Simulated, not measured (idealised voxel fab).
Name of the process module below: voxel lift off
cross-section cut | 265 nm wide | cells 5 nm
Throughout this document, each cross-section is represented as a grid of square cells and is presented as a sequence of bands enumerated from the top downward, where a band comprises one or more rows of cells.
Basically the band line says how high the top is and how high the bottom is, in nm, and then what's in it from left to right, every material with its width in nm. Empty space shows up as "air", and if a single material carries "full width" it runs the full band edge to edge.
Heights are reckoned from 0. Under this level, the received wafer is all of one material. The bottommost band is open-ended downward, for example "from 0 down".
Width: "30 to 40" (first number = top row, second number = bottom row, same change from row to row of cells).
No cell of the cross-section changed in a step that is given as "identical to before".
This entry, "Voids, sealed", enumerates those empty regions of no fewer than 8 cells that possess no open connection to the top. Each region is reported in the form width x height at distance, the distance being taken from the left edge, with all three quantities expressed in nm.
Past the settings on a step's line: simulator remark, on that step.
When a step includes a mask, the "overlay nm" setting on its line states how far to the right of its planned place that mask lay, and negative values state how far to the left.

-- List of planned process steps
1. op RECEIVE | material Si
2. op CONFORMAL_DEP | material SiO2 | thk nm 5
3. op PATTERN | tone open | mask id LINES | material resist | width nm 20 | pitch nm 50 | thk nm 25 | overlay nm 0
4. op DIRECTIONAL_DEP | material Ru | thk nm 15
5. op STRIP | etch materials resist
6. op CONFORMAL_DEP | material SiN | thk nm 5
The value of width nm given for step 3 in the plan refers to the first wafer; the wafers vary in this setting and are alike at the start.

-- Cross-section of the first incoming wafer of several, state after step 1
> from 0 down: Si full width
> Voids, sealed: none

-- Wafer rows, end of module: cells per material gained (+) or lost (-) since receipt; closed voids last
width nm 20 | +36 Ru | +71 SiN | +53 SiO2 | Voids, sealed: none
width nm 25 | +45 Ru | +71 SiN | +53 SiO2 | Voids, sealed: none
width nm 30 | +54 Ru | +71 SiN | +53 SiO2 | Voids, sealed: none
width nm 35 | +63 Ru | +71 SiN | +53 SiO2 | Voids, sealed: none
